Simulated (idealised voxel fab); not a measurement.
process module | voxel self aligned vias
cross-section cut | 165 nm wide | cells 5 nm
A cross-section is a grid of square cells, given in bands from the top down. A band is one or more rows of cells.
Each band's line starts with the height of the band's top and of its bottom, in nm. Then come its materials from left to right, each with its width in nm. One material with "throughout" fills the band from edge to edge. "air" is empty space.
Height 0 is the level under which the wafer as received is all one material. The lowest band goes on downwards, as in "0 down".
A width such as "30 to 40" changes by the same amount from each row of cells to the next, from the band's top row to its bottom row.
"no change" after a step means that no cell of the cross-section changed.
closed voids: empty space of 8 cells or more with no open way to the top, each as width x height at its distance from the left edge, in nm
after a step's settings: what the simulator itself notes on the step
overlay nm, on a step with a mask: how far to the right of its planned place the mask lay; to the left if negative
plan
1 op RECEIVE | material Si
2 op CONFORMAL_DEP | material SiO2 | thk nm 15
3 op CONFORMAL_DEP | material SiCN | thk nm 5
4 op DIRECTIONAL_DEP | material lowk | thk nm 20
5 op PATTERN | tone open | mask id LINES | material resist | width nm 20 | pitch nm 60 | thk nm 15 | overlay nm 0
6 op DIRECTIONAL_ETCH | etch materials lowk | depth nm 20
7 op STRIP | etch materials resist
8 op CONFORMAL_DEP | material TiN | thk nm 5
9 op FILL_DEP | material Ru | thk nm 10
10 op CMP | height nm 40
11 op SELECTIVE_ETCH | etch materials W Ru TiN | depth nm 5
12 op FILL_DEP | material SiN | thk nm 10
13 op CMP | height nm 40
14 op DIRECTIONAL_DEP | material lowk | thk nm 20
15 op MASKED_ETCH | tone open | mask id VIAS | width nm 40 | etch materials lowk | depth nm 20 | overlay nm 0
16 op MASKED_ETCH | tone open | mask id VIAS | width nm 40 | etch materials SiN | depth nm 5 | overlay nm 0
17 op CONFORMAL_DEP | material TiN | thk nm 5
18 op FILL_DEP | material W | thk nm 10
19 op CMP | height nm 60
20 op CONFORMAL_DEP | material SiCN | thk nm 5
first wafer, as planned
as received, after step 1
  0 down: Si throughout
  closed voids: none
after step 2
  15 to 0: SiO2 throughout
  below 0: unchanged
after step 3
  20 to 15: SiCN throughout
  below 15: unchanged
after step 4
  40 to 20: lowk throughout
  below 20: unchanged
after step 5
  55 to 40: resist 40 | air 20 | resist 40 | air 20 | resist 45
  below 40: unchanged
after step 6
  55 to 40: resist 40 | air 20 | resist 40 | air 20 | resist 45
  40 to 20: lowk 40 | air 20 | lowk 40 | air 20 | lowk 45
  below 20: unchanged
after step 7
  40 to 20: lowk 40 | air 20 | lowk 40 | air 20 | lowk 45
  below 20: unchanged
after step 8
  45 to 40: TiN 45 | air 10 | TiN 50 | air 10 | TiN 50
  40 to 25: lowk 40 | TiN 5 | air 10 | TiN 5 | lowk 40 | TiN 5 | air 10 | TiN 5 | lowk 45
  25 to 20: lowk 40 | TiN 20 | lowk 40 | TiN 20 | lowk 45
  below 20: unchanged
after step 9
  55 to 45: Ru throughout
  45 to 40: TiN 45 | Ru 10 | TiN 50 | Ru 10 | TiN 50
  40 to 25: lowk 40 | TiN 5 | Ru 10 | TiN 5 | lowk 40 | TiN 5 | Ru 10 | TiN 5 | lowk 45
  below 25: unchanged
after step 10
  40 to 25: lowk 40 | TiN 5 | Ru 10 | TiN 5 | lowk 40 | TiN 5 | Ru 10 | TiN 5 | lowk 45
  below 25: unchanged
after step 11
  40 to 35: lowk 40 | air 20 | lowk 40 | air 20 | lowk 45
  below 35: unchanged
after step 12
  50 to 40: SiN throughout
  40 to 35: lowk 40 | SiN 20 | lowk 40 | SiN 20 | lowk 45
  below 35: unchanged
after step 13
  40 to 35: lowk 40 | SiN 20 | lowk 40 | SiN 20 | lowk 45
  below 35: unchanged
after step 14
  60 to 40: lowk throughout
  below 40: unchanged
after step 15
  60 to 40: lowk 30 | air 40 | lowk 95
  below 40: unchanged
after step 16
  60 to 40: lowk 30 | air 40 | lowk 95
  40 to 35: lowk 40 | air 20 | lowk 40 | SiN 20 | lowk 45
  below 35: unchanged
after step 17
  65 to 60: TiN 35 | air 30 | TiN 100
  60 to 45: lowk 30 | TiN 5 | air 30 | TiN 5 | lowk 95
  45 to 40: lowk 30 | TiN 15 | air 10 | TiN 15 | lowk 95
  40 to 35: lowk 40 | TiN 20 | lowk 40 | SiN 20 | lowk 45
  below 35: unchanged
after step 18
  75 to 65: W throughout
  65 to 60: TiN 35 | W 30 | TiN 100
  60 to 45: lowk 30 | TiN 5 | W 30 | TiN 5 | lowk 95
  45 to 40: lowk 30 | TiN 15 | W 10 | TiN 15 | lowk 95
  below 40: unchanged
after step 19
  60 to 45: lowk 30 | TiN 5 | W 30 | TiN 5 | lowk 95
  below 45: unchanged
after step 20
  65 to 60: SiCN throughout
  below 60: unchanged
second wafer: like start, like plan, one mistake. Through step 12 it matches the first wafer
when step 13 should have ended
  35 to 25: lowk 40 | TiN 5 | Ru 10 | TiN 5 | lowk 40 | TiN 5 | Ru 10 | TiN 5 | lowk 45
  below 25: unchanged
when step 14 should have ended
  55 to 35: lowk throughout
  below 35: unchanged
when step 15 should have ended
  55 to 35: lowk 30 | air 40 | lowk 95
  below 35: unchanged
when step 16 should have ended: no change
when step 17 should have ended
  60 to 55: TiN 35 | air 30 | TiN 100
  55 to 40: lowk 30 | TiN 5 | air 30 | TiN 5 | lowk 95
  40 to 35: lowk 30 | TiN 40 | lowk 95
  below 35: unchanged
when step 18 should have ended
  70 to 60: W throughout
  60 to 55: TiN 35 | W 30 | TiN 100
  55 to 40: lowk 30 | TiN 5 | W 30 | TiN 5 | lowk 95
  below 40: unchanged
when step 19 should have ended
  60 to 55: TiN 35 | W 30 | TiN 100
  below 55: unchanged
when step 20 should have ended
  65 to 60: SiCN throughout
  below 60: unchanged
what went wrong: step 13 ran as: op CMP | height nm 35
at the end the second wafer has, in cells: 4 fewer of SiN | 25 more of TiN | 4 more of W | 25 fewer of lowk
